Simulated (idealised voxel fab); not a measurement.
Herein follows the process module entitled voxel self aligned contacts.
This is section cut - it's 230 nm across, gridded in 5 nm square cells.
Cross-section = grid of square cells, listed top down in bands; band = one or more rows. First you get the band's top height and its bottom height, in nm, and then the materials it's made of, left to right, with each width in nm. If you see a single material with "full width", that one covers the band edge to edge. "blank" is empty space. A quick word on heights: they are counted from 0, and under that level the wafer as it came to us is one material throughout. The lowest band is different from the rest in having no bottom; it simply continues downward, written as in "0 and below". Width spec "30 to 40" -> top row of cells at first value, bottom row at second value, equal per-row change in between. Take "stayed the same" at face value: in the step it is given for, the cross-section changed in none of its cells. "Closed void entries": sealed empty spaces, 8 cells or more, no open way to top, listed width x height at distance, with distance from the left edge and width, height and distance in nm. On each step's line, the part that comes after the settings is the simulator's own comment on the step. Regarding "overlay nm": on a step with a mask, it is the distance the mask lay to the right of its planned place; a negative value places it to the left.

### The following list gives the planned process steps
- 1: RECEIVE: material Si
- 2: OXIDIZE: depth nm 5
- 3: DIRECTIONAL_DEP: material polySi, thk nm 25
- 4: DIRECTIONAL_DEP: material SiN, thk nm 15
- 5: MASKED_ETCH: tone cover, mask id GATE, width nm 30, pitch nm 65, etch materials SiN, depth nm 15, overlay nm 0
- 6: MASKED_ETCH: tone cover, mask id GATE, width nm 30, pitch nm 65, etch materials polySi, depth nm 25, overlay nm -15
- 7: CONFORMAL_DEP: material SiN, thk nm 5
- 8: DIRECTIONAL_ETCH: etch materials SiN, depth nm 5
- 9: FILL_DEP: material SiO2, thk nm 20
- 10: CMP: height nm 50
- 11: MASKED_ETCH: tone open, mask id CONTACT, width nm 45, pitch nm 65, etch materials SiO2, depth nm 55, overlay nm 0
- 12: CONFORMAL_DEP: material TiN, thk nm 5
- 13: FILL_DEP: material Ru, thk nm 5
- 14: CMP: height nm 50
- 15: CONFORMAL_DEP: material SiCN, thk nm 5
Same starting wafers, different overlay nm at step 6. Plan value belongs to the first wafer.

### first wafer as received, after step 1
    0 and below  Si full width
    Closed void entries: none

### wafer rows; end of module; cells per material since receipt: (+) gained, (-) lost; then closed voids
overlay nm -15 | +32 Ru | -46 Si | +46 SiCN | +102 SiN | +179 SiO2 | +58 TiN | +135 polySi | Closed void entries: none
overlay nm -10 | +44 Ru | -46 Si | +46 SiCN | +102 SiN | +182 SiO2 | +58 TiN | +120 polySi | Closed void entries: none
overlay nm -5 | +56 Ru | -46 Si | +46 SiCN | +102 SiN | +185 SiO2 | +58 TiN | +105 polySi | Closed void entries: none
overlay nm 0 | +68 Ru | -46 Si | +46 SiCN | +102 SiN | +188 SiO2 | +58 TiN | +90 polySi | Closed void entries: none
overlay nm 5 | +56 Ru | -46 Si | +46 SiCN | +102 SiN | +185 SiO2 | +58 TiN | +105 polySi | Closed void entries: none
overlay nm 10 | +44 Ru | -46 Si | +46 SiCN | +102 SiN | +182 SiO2 | +58 TiN | +120 polySi | Closed void entries: none
overlay nm 15 | +32 Ru | -46 Si | +46 SiCN | +102 SiN | +179 SiO2 | +58 TiN | +135 polySi | Closed void entries: none
